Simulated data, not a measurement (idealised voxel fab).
You're looking at the process module voxel self aligned vias.
Each square cell in cross-section cut measures 5 nm, and the section as a whole is 290 nm wide.
Bands, listed from the top down, are how a cross-section gets written in this document; the cross-section itself is a grid of square cells, and a band is one or more rows of them.
Top, bottom (nm), then materials left to right with widths (nm); lone material tagged "full width" fills the whole band edge to edge; "empty" = empty space.
Counting heights begins at 0, where everything beneath is, in the wafer as received, one material. The lowest band has no bottom; it goes on downwards, as "z 0 and below" shows.
The notation "30->40" denotes a width that varies across the rows of cells in the band, beginning at the first number in the top row, finishing at the second number in the bottom row, and changing by an identical amount from each row to the next.
Step note "stayed the same" = no cross-section cell changed.
Empty spaces counting at least 8 cells and having no open way to the top are listed in "Unvented internal voids". The notation width x height at distance is used for each, the distance being from the left edge and all three values in nm.
If you see something after the settings on a step's line, that's the simulator's own remark about that step.
If you see "overlay nm" on a step's line and that step has a mask, it's telling you how far right of where it was planned the mask ended up; a negative number means it went left instead.
Pairs follow: section before one process step, section after it down to the lowest changed band, step with settings underneath. Pairs may come from different runs of this module on the same starting wafer; continuity with the pair above only as stated in the "Before processing" entry.

## Before processing
    z 70 to 65  Ru full width
    z 65 to 60  TiN 85  Ru 40  TiN 40  Ru 40  TiN 85
    z 60 to 50  lowk 80  TiN 5  Ru 40  TiN 5  lowk 30  TiN 5  Ru 40  TiN 5  lowk 80
    z 50 to 40  lowk 80->90  TiN 15->5  Ru 20  TiN 15->5  lowk 30->50  TiN 15->5  Ru 20  TiN 15->5  lowk 80->90
    z 40 to 35  lowk 90  TiN 30  lowk 50  TiN 30  lowk 90
    z 35 to 20  lowk 90  TiN 5  Ru 20  TiN 5  lowk 50  TiN 5  Ru 20  TiN 5  lowk 90
    z 20 to 15  lowk 90  TiN 30  lowk 50  TiN 30  lowk 90
    z 15 to 10  SiCN full width
    z 10 to 0  SiO2 full width
    z 0 and below  Si full width
    Unvented internal voids: none

## Post-Step Section View
    z 50 to 40  lowk 80->90  TiN 15->5  Ru 20  TiN 15->5  lowk 30->50  TiN 15->5  Ru 20  TiN 15->5  lowk 80->90
    Below 40 it's all the same as before, nothing changed down there.
    Unvented internal voids: none
What was done to get from the upper cross-section to the lower one? CMP [height nm 50]

Before processing: the after view from the pair directly above serves as the before view here.

## Post-Step Section View
    z 55 to 50  SiCN full width
    Below 50 it's all the same as before, nothing changed down there.
    Unvented internal voids: none
What was done to get from the upper cross-section to the lower one? CONFORMAL_DEP [material SiCN] [thk nm 5]

## Before processing
    z 75 to 60  aC full width
    z 60 to 45  lowk full width
    z 45 to 35  lowk 90  SiN 30  lowk 50  SiN 30  lowk 90
    z 35 to 20  lowk 90  TiN 5  Ru 20  TiN 5  lowk 50  TiN 5  Ru 20  TiN 5  lowk 90
    z 20 to 15  lowk 90  TiN 30  lowk 50  TiN 30  lowk 90
    z 15 to 10  SiCN full width
    z 10 to 0  SiO2 full width
    z 0 and below  Si full width
    Unvented internal voids: none

## Post-Step Section View
    z 110 to 75  resist 75  empty 60  resist 20  empty 60  resist 75
    Below 75 it's all the same as before, nothing changed down there.
    Unvented internal voids: none
What was done to get from the upper cross-section to the lower one? PATTERN [tone open] [mask id VIAS] [material resist] [width nm 60] [pitch nm 80] [thk nm 35] [overlay nm 0]

Before processing: the after view from the pair directly above serves as the before view here.

## Post-Step Section View
    z 95 to 75  resist 75  empty 60  resist 20  empty 60  resist 75
    z 75 to 60  aC 75  empty 60  aC 20  empty 60  aC 75
    Below 60 it's all the same as before, nothing changed down there.
    Unvented internal voids: none
What was done to get from the upper cross-section to the lower one? DIRECTIONAL_ETCH [etch materials aC] [depth nm 15]

Before processing: the after view from the pair directly above serves as the before view here.

## Post-Step Section View
    z 75 to 60  aC 75  empty 60  aC 20  empty 60  aC 75
    Below 60 it's all the same as before, nothing changed down there.
    Unvented internal voids: none
What was done to get from the upper cross-section to the lower one? STRIP [etch materials resist]

Before processing: the after view from the pair directly above serves as the before view here.

## Post-Step Section View
    z 75 to 60  aC 75  empty 60  aC 20  empty 60  aC 75
    z 60 to 45  lowk 75  empty 60  lowk 20  empty 60  lowk 75
    Below 45 it's all the same as before, nothing changed down there.
    Unvented internal voids: none
What was done to get from the upper cross-section to the lower one? DIRECTIONAL_ETCH [etch materials lowk] [depth nm 15]

Before processing: the after view from the pair directly above serves as the before view here.

## Post-Step Section View
    z 75 to 60  aC 75  empty 60  aC 20  empty 60  aC 75
    z 60 to 45  lowk 75  empty 60  lowk 20  empty 60  lowk 75
    z 45 to 35  lowk 90  empty 30  lowk 50  empty 30  lowk 90
    Below 35 it's all the same as before, nothing changed down there.
    Unvented internal voids: none
What was done to get from the upper cross-section to the lower one? DIRECTIONAL_ETCH [etch materials SiN] [depth nm 10]

Before processing: the after view from the pair directly above serves as the before view here.

## Post-Step Section View
    z 60 to 45  lowk 75  empty 60  lowk 20  empty 60  lowk 75
    Below 45 it's all the same as before, nothing changed down there.
    Unvented internal voids: none
What was done to get from the upper cross-section to the lower one? STRIP [etch materials aC]

Before processing: the after view from the pair directly above serves as the before view here.

## Post-Step Section View
    z 65 to 60  TiN 80  empty 50  TiN 30  empty 50  TiN 80
    z 60 to 50  lowk 75  TiN 5  empty 50  TiN 5  lowk 20  TiN 5  empty 50  TiN 5  lowk 75
    z 50 to 40  lowk 75->90  TiN 20->5  empty 20  TiN 20->5  lowk 20->50  TiN 20->5  empty 20  TiN 20->5  lowk 75->90
    z 40 to 35  lowk 90  TiN 30  lowk 50  TiN 30  lowk 90
    Below 35 it's all the same as before, nothing changed down there.
    Unvented internal voids: none
What was done to get from the upper cross-section to the lower one? CONFORMAL_DEP [material TiN] [thk nm 5]

Before processing: the after view from the pair directly above serves as the before view here.

## Post-Step Section View
    z 70 to 65  Ru full width
    z 65 to 60  TiN 80  Ru 50  TiN 30  Ru 50  TiN 80
    z 60 to 50  lowk 75  TiN 5  Ru 50  TiN 5  lowk 20  TiN 5  Ru 50  TiN 5  lowk 75
    z 50 to 40  lowk 75->90  TiN 20->5  Ru 20  TiN 20->5  lowk 20->50  TiN 20->5  Ru 20  TiN 20->5  lowk 75->90
    Below 40 it's all the same as before, nothing changed down there.
    Unvented internal voids: none
What was done to get from the upper cross-section to the lower one? FILL_DEP [material Ru] [thk nm 5]

Before processing: the after view from the pair directly above serves as the before view here.

## Post-Step Section View
    z 60 to 50  lowk 75  TiN 5  Ru 50  TiN 5  lowk 20  TiN 5  Ru 50  TiN 5  lowk 75
    Below 50 it's all the same as before, nothing changed down there.
    Unvented internal voids: none
What was done to get from the upper cross-section to the lower one? CMP [height nm 60]

Before processing: the after view from the pair directly above serves as the before view here.

## Post-Step Section View
    z 65 to 60  SiCN full width
    Below 60 it's all the same as before, nothing changed down there.
    Unvented internal voids: none
What was done to get from the upper cross-section to the lower one? CONFORMAL_DEP [material SiCN] [thk nm 5]

## Before processing
    z 55 to 45  aC full width
    z 45 to 15  lowk full width
    z 15 to 10  SiCN full width
    z 10 to 0  SiO2 full width
    z 0 and below  Si full width
    Unvented internal voids: none

## Post-Step Section View
    z 80 to 55  resist 95  empty 30  resist 50  empty 30  resist 85
    Below 55 it's all the same as before, nothing changed down there.
    Unvented internal voids: none
What was done to get from the upper cross-section to the lower one? PATTERN [tone open] [mask id LINES] [material resist] [width nm 30] [pitch nm 80] [thk nm 25] [overlay nm 5]

Before processing: the after view from the pair directly above serves as the before view here.

## Post-Step Section View
    z 70 to 55  resist 95  empty 30  resist 50  empty 30  resist 85
    z 55 to 45  aC 95  empty 30  aC 50  empty 30  aC 85
    Below 45 it's all the same as before, nothing changed down there.
    Unvented internal voids: none
What was done to get from the upper cross-section to the lower one? DIRECTIONAL_ETCH [etch materials aC] [depth nm 10]

Before processing: the after view from the pair directly above serves as the before view here.

## Post-Step Section View
    z 55 to 45  aC 95  empty 30  aC 50  empty 30  aC 85
    Below 45 it's all the same as before, nothing changed down there.
    Unvented internal voids: none
What was done to get from the upper cross-section to the lower one? STRIP [etch materials resist]

Before processing: the after view from the pair directly above serves as the before view here.

## Post-Step Section View
    z 55 to 45  aC 95  empty 30  aC 50  empty 30  aC 85
    z 45 to 15  lowk 95  empty 30  lowk 50  empty 30  lowk 85
    Below 15 it's all the same as before, nothing changed down there.
    Unvented internal voids: none
What was done to get from the upper cross-section to the lower one? DIRECTIONAL_ETCH [etch materials lowk] [depth nm 30]

Before processing: the after view from the pair directly above serves as the before view here.

## Post-Step Section View
    z 45 to 15  lowk 95  empty 30  lowk 50  empty 30  lowk 85
    Below 15 it's all the same as before, nothing changed down there.
    Unvented internal voids: none
What was done to get from the upper cross-section to the lower one? STRIP [etch materials aC]

Before processing: the after view from the pair directly above serves as the before view here.

## Post-Step Section View
    z 50 to 45  TiN 100  empty 20  TiN 60  empty 20  TiN 90
    z 45 to 20  lowk 95  TiN 5  empty 20  TiN 5  lowk 50  TiN 5  empty 20  TiN 5  lowk 85
    z 20 to 15  lowk 95  TiN 30  lowk 50  TiN 30  lowk 85
    Below 15 it's all the same as before, nothing changed down there.
    Unvented internal voids: none
What was done to get from the upper cross-section to the lower one? CONFORMAL_DEP [material TiN] [thk nm 5]

Before processing: the after view from the pair directly above serves as the before view here.

## Post-Step Section View
    z 55 to 50  Ru full width
    z 50 to 45  TiN 100  Ru 20  TiN 60  Ru 20  TiN 90
    z 45 to 20  lowk 95  TiN 5  Ru 20  TiN 5  lowk 50  TiN 5  Ru 20  TiN 5  lowk 85
    Below 20 it's all the same as before, nothing changed down there.
    Unvented internal voids: none
What was done to get from the upper cross-section to the lower one? FILL_DEP [material Ru] [thk nm 5]

Before processing: the after view from the pair directly above serves as the before view here.

## Post-Step Section View
    z 45 to 20  lowk 95  TiN 5  Ru 20  TiN 5  lowk 50  TiN 5  Ru 20  TiN 5  lowk 85
    Below 20 it's all the same as before, nothing changed down there.
    Unvented internal voids: none
What was done to get from the upper cross-section to the lower one? CMP [height nm 45]

Before processing: the after view from the pair directly above serves as the before view here.

## Post-Step Section View
    z 45 to 35  lowk 95  empty 30  lowk 50  empty 30  lowk 85
    Below 35 it's all the same as before, nothing changed down there.
    Unvented internal voids: none
What was done to get from the upper cross-section to the lower one? SELECTIVE_ETCH [etch materials W Ru TiN] [depth nm 10]

Before processing: the after view from the pair directly above serves as the before view here.

## Post-Step Section View
    z 50 to 45  SiN full width
    z 45 to 35  lowk 95  SiN 30  lowk 50  SiN 30  lowk 85
    Below 35 it's all the same as before, nothing changed down there.
    Unvented internal voids: none
What was done to get from the upper cross-section to the lower one? FILL_DEP [material SiN] [thk nm 5]

Before processing: the after view from the pair directly above serves as the before view here.

## Post-Step Section View
    z 45 to 35  lowk 95  SiN 30  lowk 50  SiN 30  lowk 85
    Below 35 it's all the same as before, nothing changed down there.
    Unvented internal voids: none
What was done to get from the upper cross-section to the lower one? CMP [height nm 45]

Before processing: the after view from the pair directly above serves as the before view here.

## Post-Step Section View
    z 60 to 45  lowk full width
    Below 45 it's all the same as before, nothing changed down there.
    Unvented internal voids: none
What was done to get from the upper cross-section to the lower one? DIRECTIONAL_DEP [material lowk] [thk nm 15]

Before processing: the after view from the pair directly above serves as the before view here.

## Post-Step Section View
    z 75 to 60  aC full width
    Below 60 it's all the same as before, nothing changed down there.
    Unvented internal voids: none
What was done to get from the upper cross-section to the lower one? DIRECTIONAL_DEP [material aC] [thk nm 15]

Before processing: the after view from the pair directly above serves as the before view here.

## Post-Step Section View
    z 110 to 75  resist 80  empty 50  resist 30  empty 50  resist 80
    Below 75 it's all the same as before, nothing changed down there.
    Unvented internal voids: none
What was done to get from the upper cross-section to the lower one? PATTERN [tone open] [mask id VIAS] [material resist] [width nm 50] [pitch nm 80] [thk nm 35] [overlay nm 0]

Before processing: the after view from the pair directly above serves as the before view here.

## Post-Step Section View
    z 95 to 75  resist 80  empty 50  resist 30  empty 50  resist 80
    z 75 to 60  aC 80  empty 50  aC 30  empty 50  aC 80
    Below 60 it's all the same as before, nothing changed down there.
    Unvented internal voids: none
What was done to get from the upper cross-section to the lower one? DIRECTIONAL_ETCH [etch materials aC] [depth nm 15]

Before processing: the after view from the pair directly above serves as the before view here.

## Post-Step Section View
    z 75 to 60  aC 80  empty 50  aC 30  empty 50  aC 80
    Below 60 it's all the same as before, nothing changed down there.
    Unvented internal voids: none
What was done to get from the upper cross-section to the lower one? STRIP [etch materials resist]

Before processing: the after view from the pair directly above serves as the before view here.

## Post-Step Section View
    z 75 to 60  aC 80  empty 50  aC 30  empty 50  aC 80
    z 60 to 45  lowk 80  empty 50  lowk 30  empty 50  lowk 80
    Below 45 it's all the same as before, nothing changed down there.
    Unvented internal voids: none
What was done to get from the upper cross-section to the lower one? DIRECTIONAL_ETCH [etch materials lowk] [depth nm 15]

Before processing: the after view from the pair directly above serves as the before view here.

## Post-Step Section View
    z 75 to 60  aC 80  empty 50  aC 30  empty 50  aC 80
    z 60 to 45  lowk 80  empty 50  lowk 30  empty 50  lowk 80
    z 45 to 35  lowk 95  empty 30  lowk 50  empty 30  lowk 85
    Below 35 it's all the same as before, nothing changed down there.
    Unvented internal voids: none
What was done to get from the upper cross-section to the lower one? DIRECTIONAL_ETCH [etch materials SiN] [depth nm 10]

Before processing: the after view from the pair directly above serves as the before view here.

## Post-Step Section View
    z 60 to 45  lowk 80  empty 50  lowk 30  empty 50  lowk 80
    Below 45 it's all the same as before, nothing changed down there.
    Unvented internal voids: none
What was done to get from the upper cross-section to the lower one? STRIP [etch materials aC]

Before processing: the after view from the pair directly above serves as the before view here.

## Post-Step Section View
    z 65 to 60  TiN 85  empty 40  TiN 40  empty 40  TiN 85
    z 60 to 50  lowk 80  TiN 5  empty 40  TiN 5  lowk 30  TiN 5  empty 40  TiN 5  lowk 80
    z 50 to 40  lowk 80->95  TiN 20->5  empty 20  TiN 10->5  lowk 30->50  TiN 20->5  empty 20  TiN 10->5  lowk 80->85
    z 40 to 35  lowk 95  TiN 30  lowk 50  TiN 30  lowk 85
    Below 35 it's all the same as before, nothing changed down there.
    Unvented internal voids: none
What was done to get from the upper cross-section to the lower one? CONFORMAL_DEP [material TiN] [thk nm 5]

Before processing: the after view from the pair directly above serves as the before view here.

## Post-Step Section View
    z 70 to 65  Ru full width
    z 65 to 60  TiN 85  Ru 40  TiN 40  Ru 40  TiN 85
    z 60 to 50  lowk 80  TiN 5  Ru 40  TiN 5  lowk 30  TiN 5  Ru 40  TiN 5  lowk 80
    z 50 to 40  lowk 80->95  TiN 20->5  Ru 20  TiN 10->5  lowk 30->50  TiN 20->5  Ru 20  TiN 10->5  lowk 80->85
    Below 40 it's all the same as before, nothing changed down there.
    Unvented internal voids: none
What was done to get from the upper cross-section to the lower one? FILL_DEP [material Ru] [thk nm 5]

Before processing: the after view from the pair directly above serves as the before view here.

## Post-Step Section View
    z 60 to 50  lowk 80  TiN 5  Ru 40  TiN 5  lowk 30  TiN 5  Ru 40  TiN 5  lowk 80
    Below 50 it's all the same as before, nothing changed down there.
    Unvented internal voids: none
What was done to get from the upper cross-section to the lower one? CMP [height nm 60]

Before processing: the after view from the pair directly above serves as the before view here.

## Post-Step Section View
    z 65 to 60  SiCN full width
    Below 60 it's all the same as before, nothing changed down there.
    Unvented internal voids: none
What was done to get from the upper cross-section to the lower one? CONFORMAL_DEP [material SiCN] [thk nm 5]

## Before processing
    z 0 and below  Si full width
    Unvented internal voids: none

## Post-Step Section View
    z 10 to 0  aC full width
    Below 0 it's all the same as before, nothing changed down there.
    Unvented internal voids: none
What was done to get from the upper cross-section to the lower one? CONFORMAL_DEP [material aC] [thk nm 10]

Before processing: the after view from the pair directly above serves as the before view here.

## Post-Step Section View
    z 15 to 10  SiCN full width
    Below 10 it's all the same as before, nothing changed down there.
    Unvented internal voids: none
What was done to get from the upper cross-section to the lower one? CONFORMAL_DEP [material SiCN] [thk nm 5]

Before processing: the after view from the pair directly above serves as the before view here.

## Post-Step Section View
    z 45 to 15  lowk full width
    Below 15 it's all the same as before, nothing changed down there.
    Unvented internal voids: none
What was done to get from the upper cross-section to the lower one? DIRECTIONAL_DEP [material lowk] [thk nm 30]

Before processing: the after view from the pair directly above serves as the before view here.

## Post-Step Section View
    z 55 to 45  aC full width
    Below 45 it's all the same as before, nothing changed down there.
    Unvented internal voids: none
What was done to get from the upper cross-section to the lower one? DIRECTIONAL_DEP [material aC] [thk nm 10]

Before processing: the after view from the pair directly above serves as the before view here.

## Post-Step Section View
    z 80 to 55  resist 90  empty 30  resist 50  empty 30  resist 90
    Below 55 it's all the same as before, nothing changed down there.
    Unvented internal voids: none
What was done to get from the upper cross-section to the lower one? PATTERN [tone open] [mask id LINES] [material resist] [width nm 30] [pitch nm 80] [thk nm 25] [overlay nm 0]

Before processing: the after view from the pair directly above serves as the before view here.

## Post-Step Section View
    z 70 to 55  resist 90  empty 30  resist 50  empty 30  resist 90
    z 55 to 45  aC 90  empty 30  aC 50  empty 30  aC 90
    Below 45 it's all the same as before, nothing changed down there.
    Unvented internal voids: none
What was done to get from the upper cross-section to the lower one? DIRECTIONAL_ETCH [etch materials aC] [depth nm 10]

Before processing: the after view from the pair directly above serves as the before view here.

## Post-Step Section View
    z 55 to 45  aC 90  empty 30  aC 50  empty 30  aC 90
    Below 45 it's all the same as before, nothing changed down there.
    Unvented internal voids: none
What was done to get from the upper cross-section to the lower one? STRIP [etch materials resist]

Before processing: the after view from the pair directly above serves as the before view here.

## Post-Step Section View
    z 55 to 45  aC 90  empty 30  aC 50  empty 30  aC 90
    z 45 to 15  lowk 90  empty 30  lowk 50  empty 30  lowk 90
    Below 15 it's all the same as before, nothing changed down there.
    Unvented internal voids: none
What was done to get from the upper cross-section to the lower one? DIRECTIONAL_ETCH [etch materials lowk] [depth nm 30]

Before processing: the after view from the pair directly above serves as the before view here.

## Post-Step Section View
    z 45 to 15  lowk 90  empty 30  lowk 50  empty 30  lowk 90
    Below 15 it's all the same as before, nothing changed down there.
    Unvented internal voids: none
What was done to get from the upper cross-section to the lower one? STRIP [etch materials aC]

Before processing: the after view from the pair directly above serves as the before view here.

## Post-Step Section View
    z 50 to 45  TiN 95  empty 20  TiN 60  empty 20  TiN 95
    z 45 to 20  lowk 90  TiN 5  empty 20  TiN 5  lowk 50  TiN 5  empty 20  TiN 5  lowk 90
    z 20 to 15  lowk 90  TiN 30  lowk 50  TiN 30  lowk 90
    Below 15 it's all the same as before, nothing changed down there.
    Unvented internal voids: none
What was done to get from the upper cross-section to the lower one? CONFORMAL_DEP [material TiN] [thk nm 5]

Before processing: the after view from the pair directly above serves as the before view here.

## Post-Step Section View
    z 55 to 50  Ru full width
    z 50 to 45  TiN 95  Ru 20  TiN 60  Ru 20  TiN 95
    z 45 to 20  lowk 90  TiN 5  Ru 20  TiN 5  lowk 50  TiN 5  Ru 20  TiN 5  lowk 90
    Below 20 it's all the same as before, nothing changed down there.
    Unvented internal voids: none
What was done to get from the upper cross-section to the lower one? FILL_DEP [material Ru] [thk nm 5]

Before processing: the after view from the pair directly above serves as the before view here.

## Post-Step Section View
    z 45 to 20  lowk 90  TiN 5  Ru 20  TiN 5  lowk 50  TiN 5  Ru 20  TiN 5  lowk 90
    Below 20 it's all the same as before, nothing changed down there.
    Unvented internal voids: none
What was done to get from the upper cross-section to the lower one? CMP [height nm 45]

Before processing: the after view from the pair directly above serves as the before view here.

## Post-Step Section View
    z 45 to 35  lowk 90  empty 30  lowk 50  empty 30  lowk 90
    Below 35 it's all the same as before, nothing changed down there.
    Unvented internal voids: none
What was done to get from the upper cross-section to the lower one? SELECTIVE_ETCH [etch materials W Ru TiN] [depth nm 10]

Before processing: the after view from the pair directly above serves as the before view here.

## Post-Step Section View
    z 50 to 45  SiN full width
    z 45 to 35  lowk 90  SiN 30  lowk 50  SiN 30  lowk 90
    Below 35 it's all the same as before, nothing changed down there.
    Unvented internal voids: none
What was done to get from the upper cross-section to the lower one? FILL_DEP [material SiN] [thk nm 5]

Before processing: the after view from the pair directly above serves as the before view here.

## Post-Step Section View
    z 45 to 35  lowk 90  SiN 30  lowk 50  SiN 30  lowk 90
    Below 35 it's all the same as before, nothing changed down there.
    Unvented internal voids: none
What was done to get from the upper cross-section to the lower one? CMP [height nm 45]

Before processing: the after view from the pair directly above serves as the before view here.

## Post-Step Section View
    z 60 to 45  lowk full width
    Below 45 it's all the same as before, nothing changed down there.
    Unvented internal voids: none
What was done to get from the upper cross-section to the lower one? DIRECTIONAL_DEP [material lowk] [thk nm 15]

Before processing: the after view from the pair directly above serves as the before view here.

## Post-Step Section View
    z 75 to 60  aC full width
    Below 60 it's all the same as before, nothing changed down there.
    Unvented internal voids: none
What was done to get from the upper cross-section to the lower one? DIRECTIONAL_DEP [material aC] [thk nm 15]

Before processing: the after view from the pair directly above serves as the before view here.

## Post-Step Section View
    z 110 to 75  resist 80  empty 50  resist 30  empty 50  resist 80
    Below 75 it's all the same as before, nothing changed down there.
    Unvented internal voids: none
What was done to get from the upper cross-section to the lower one? PATTERN [tone open] [mask id VIAS] [material resist] [width nm 50] [pitch nm 80] [thk nm 35] [overlay nm 0]

Before processing: the after view from the pair directly above serves as the before view here.

## Post-Step Section View
    z 95 to 75  resist 80  empty 50  resist 30  empty 50  resist 80
    z 75 to 60  aC 80  empty 50  aC 30  empty 50  aC 80
    Below 60 it's all the same as before, nothing changed down there.
    Unvented internal voids: none
What was done to get from the upper cross-section to the lower one? DIRECTIONAL_ETCH [etch materials aC] [depth nm 15]

Before processing: the after view from the pair directly above serves as the before view here.

## Post-Step Section View
    z 75 to 60  aC 80  empty 50  aC 30  empty 50  aC 80
    Below 60 it's all the same as before, nothing changed down there.
    Unvented internal voids: none
What was done to get from the upper cross-section to the lower one? STRIP [etch materials resist]

Before processing: the after view from the pair directly above serves as the before view here.

## Post-Step Section View
    z 75 to 60  aC 80  empty 50  aC 30  empty 50  aC 80
    z 60 to 45  lowk 80  empty 50  lowk 30  empty 50  lowk 80
    Below 45 it's all the same as before, nothing changed down there.
    Unvented internal voids: none
What was done to get from the upper cross-section to the lower one? DIRECTIONAL_ETCH [etch materials lowk] [depth nm 15]

Before processing: the after view from the pair directly above serves as the before view here.

## Post-Step Section View
    z 75 to 60  aC 80  empty 50  aC 30  empty 50  aC 80
    z 60 to 45  lowk 80  empty 50  lowk 30  empty 50  lowk 80
    z 45 to 35  lowk 90  empty 30  lowk 50  empty 30  lowk 90
    Below 35 it's all the same as before, nothing changed down there.
    Unvented internal voids: none
What was done to get from the upper cross-section to the lower one? DIRECTIONAL_ETCH [etch materials SiN] [depth nm 10]

Before processing: the after view from the pair directly above serves as the before view here.

## Post-Step Section View
    z 60 to 45  lowk 80  empty 50  lowk 30  empty 50  lowk 80
    Below 45 it's all the same as before, nothing changed down there.
    Unvented internal voids: none
What was done to get from the upper cross-section to the lower one? STRIP [etch materials aC]

Before processing: the after view from the pair directly above serves as the before view here.

## Post-Step Section View
    z 65 to 60  TiN 85  empty 40  TiN 40  empty 40  TiN 85
    z 60 to 50  lowk 80  TiN 5  empty 40  TiN 5  lowk 30  TiN 5  empty 40  TiN 5  lowk 80
    z 50 to 40  lowk 80->90  TiN 15->5  empty 20  TiN 15->5  lowk 30->50  TiN 15->5  empty 20  TiN 15->5  lowk 80->90
    z 40 to 35  lowk 90  TiN 30  lowk 50  TiN 30  lowk 90
    Below 35 it's all the same as before, nothing changed down there.
    Unvented internal voids: none
What was done to get from the upper cross-section to the lower one? CONFORMAL_DEP [material TiN] [thk nm 5]

Before processing: the after view from the pair directly above serves as the before view here.

## Post-Step Section View
    z 70 to 65  Ru full width
    z 65 to 60  TiN 85  Ru 40  TiN 40  Ru 40  TiN 85
    z 60 to 50  lowk 80  TiN 5  Ru 40  TiN 5  lowk 30  TiN 5  Ru 40  TiN 5  lowk 80
    z 50 to 40  lowk 80->90  TiN 15->5  Ru 20  TiN 15->5  lowk 30->50  TiN 15->5  Ru 20  TiN 15->5  lowk 80->90
    Below 40 it's all the same as before, nothing changed down there.
    Unvented internal voids: none
What was done to get from the upper cross-section to the lower one? FILL_DEP [material Ru] [thk nm 5]

Before processing: the after view from the pair directly above serves as the before view here.

## Post-Step Section View
    z 60 to 50  lowk 80  TiN 5  Ru 40  TiN 5  lowk 30  TiN 5  Ru 40  TiN 5  lowk 80
    Below 50 it's all the same as before, nothing changed down there.
    Unvented internal voids: none
What was done to get from the upper cross-section to the lower one? CMP [height nm 60]

Before processing: the after view from the pair directly above serves as the before view here.

## Post-Step Section View
    z 65 to 60  SiCN full width
    Below 60 it's all the same as before, nothing changed down there.
    Unvented internal voids: none
What was done to get from the upper cross-section to the lower one? CONFORMAL_DEP [material SiCN] [thk nm 5]

## Before processing
    z 55 to 45  aC full width
    z 45 to 15  lowk full width
    z 15 to 10  SiCN full width
    z 10 to 0  SiO2 full width
    z 0 and below  Si full width
    Unvented internal voids: none

## Post-Step Section View
    z 80 to 55  empty 90  resist 30  empty 50  resist 30  empty 90
    Below 55 it's all the same as before, nothing changed down there.
    Unvented internal voids: none
What was done to get from the upper cross-section to the lower one? PATTERN [tone cover] [mask id LINES] [material resist] [width nm 30] [pitch nm 80] [thk nm 25] [overlay nm 0]

Before processing: the after view from the pair directly above serves as the before view here.

## Post-Step Section View
    z 70 to 55  empty 90  resist 30  empty 50  resist 30  empty 90
    z 55 to 45  empty 90  aC 30  empty 50  aC 30  empty 90
    Below 45 it's all the same as before, nothing changed down there.
    Unvented internal voids: none
What was done to get from the upper cross-section to the lower one? DIRECTIONAL_ETCH [etch materials aC] [depth nm 10]

Before processing: the after view from the pair directly above serves as the before view here.

## Post-Step Section View
    z 55 to 45  empty 90  aC 30  empty 50  aC 30  empty 90
    Below 45 it's all the same as before, nothing changed down there.
    Unvented internal voids: none
What was done to get from the upper cross-section to the lower one? STRIP [etch materials resist]

Before processing: the after view from the pair directly above serves as the before view here.

## Post-Step Section View
    z 55 to 45  empty 90  aC 30  empty 50  aC 30  empty 90
    z 45 to 15  empty 90  lowk 30  empty 50  lowk 30  empty 90
    Below 15 it's all the same as before, nothing changed down there.
    Unvented internal voids: none
What was done to get from the upper cross-section to the lower one? DIRECTIONAL_ETCH [etch materials lowk] [depth nm 30]

Before processing: the after view from the pair directly above serves as the before view here.

## Post-Step Section View
    z 45 to 15  empty 90  lowk 30  empty 50  lowk 30  empty 90
    Below 15 it's all the same as before, nothing changed down there.
    Unvented internal voids: none
What was done to get from the upper cross-section to the lower one? STRIP [etch materials aC]

Before processing: the after view from the pair directly above serves as the before view here.

## Post-Step Section View
    z 50 to 45  empty 85  TiN 40  empty 40  TiN 40  empty 85
    z 45 to 20  empty 85  TiN 5  lowk 30  TiN 5  empty 40  TiN 5  lowk 30  TiN 5  empty 85
    z 20 to 15  TiN 90  lowk 30  TiN 50  lowk 30  TiN 90
    Below 15 it's all the same as before, nothing changed down there.
    Unvented internal voids: none
What was done to get from the upper cross-section to the lower one? CONFORMAL_DEP [material TiN] [thk nm 5]

Before processing: the after view from the pair directly above serves as the before view here.

## Post-Step Section View
    z 55 to 50  Ru full width
    z 50 to 45  Ru 85  TiN 40  Ru 40  TiN 40  Ru 85
    z 45 to 20  Ru 85  TiN 5  lowk 30  TiN 5  Ru 40  TiN 5  lowk 30  TiN 5  Ru 85
    Below 20 it's all the same as before, nothing changed down there.
    Unvented internal voids: none
What was done to get from the upper cross-section to the lower one? FILL_DEP [material Ru] [thk nm 5]

Before processing: the after view from the pair directly above serves as the before view here.

## Post-Step Section View
    z 45 to 20  Ru 85  TiN 5  lowk 30  TiN 5  Ru 40  TiN 5  lowk 30  TiN 5  Ru 85
    Below 20 it's all the same as before, nothing changed down there.
    Unvented internal voids: none
What was done to get from the upper cross-section to the lower one? CMP [height nm 45]

Before processing: the after view from the pair directly above serves as the before view here.

## Post-Step Section View
    z 45 to 35  empty 90  lowk 30  empty 50  lowk 30  empty 90
    Below 35 it's all the same as before, nothing changed down there.
    Unvented internal voids: none
What was done to get from the upper cross-section to the lower one? SELECTIVE_ETCH [etch materials W Ru TiN] [depth nm 10]

Before processing: the after view from the pair directly above serves as the before view here.

## Post-Step Section View
    z 50 to 45  SiN full width
    z 45 to 35  SiN 90  lowk 30  SiN 50  lowk 30  SiN 90
    Below 35 it's all the same as before, nothing changed down there.
    Unvented internal voids: none
What was done to get from the upper cross-section to the lower one? FILL_DEP [material SiN] [thk nm 5]

Before processing: the after view from the pair directly above serves as the before view here.

## Post-Step Section View
    z 45 to 35  SiN 90  lowk 30  SiN 50  lowk 30  SiN 90
    Below 35 it's all the same as before, nothing changed down there.
    Unvented internal voids: none
What was done to get from the upper cross-section to the lower one? CMP [height nm 45]

Before processing: the after view from the pair directly above serves as the before view here.

## Post-Step Section View
    z 60 to 45  lowk full width
    Below 45 it's all the same as before, nothing changed down there.
    Unvented internal voids: none
What was done to get from the upper cross-section to the lower one? DIRECTIONAL_DEP [material lowk] [thk nm 15]

Before processing: the after view from the pair directly above serves as the before view here.

## Post-Step Section View
    z 75 to 60  aC full width
    Below 60 it's all the same as before, nothing changed down there.
    Unvented internal voids: none
What was done to get from the upper cross-section to the lower one? DIRECTIONAL_DEP [material aC] [thk nm 15]

Before processing: the after view from the pair directly above serves as the before view here.

## Post-Step Section View
    z 110 to 75  resist 80  empty 50  resist 30  empty 50  resist 80
    Below 75 it's all the same as before, nothing changed down there.
    Unvented internal voids: none
What was done to get from the upper cross-section to the lower one? PATTERN [tone open] [mask id VIAS] [material resist] [width nm 50] [pitch nm 80] [thk nm 35] [overlay nm 0]

Before processing: the after view from the pair directly above serves as the before view here.

## Post-Step Section View
    z 95 to 75  resist 80  empty 50  resist 30  empty 50  resist 80
    z 75 to 60  aC 80  empty 50  aC 30  empty 50  aC 80
    Below 60 it's all the same as before, nothing changed down there.
    Unvented internal voids: none
What was done to get from the upper cross-section to the lower one? DIRECTIONAL_ETCH [etch materials aC] [depth nm 15]

Before processing: the after view from the pair directly above serves as the before view here.

## Post-Step Section View
    z 75 to 60  aC 80  empty 50  aC 30  empty 50  aC 80
    Below 60 it's all the same as before, nothing changed down there.
    Unvented internal voids: none
What was done to get from the upper cross-section to the lower one? STRIP [etch materials resist]
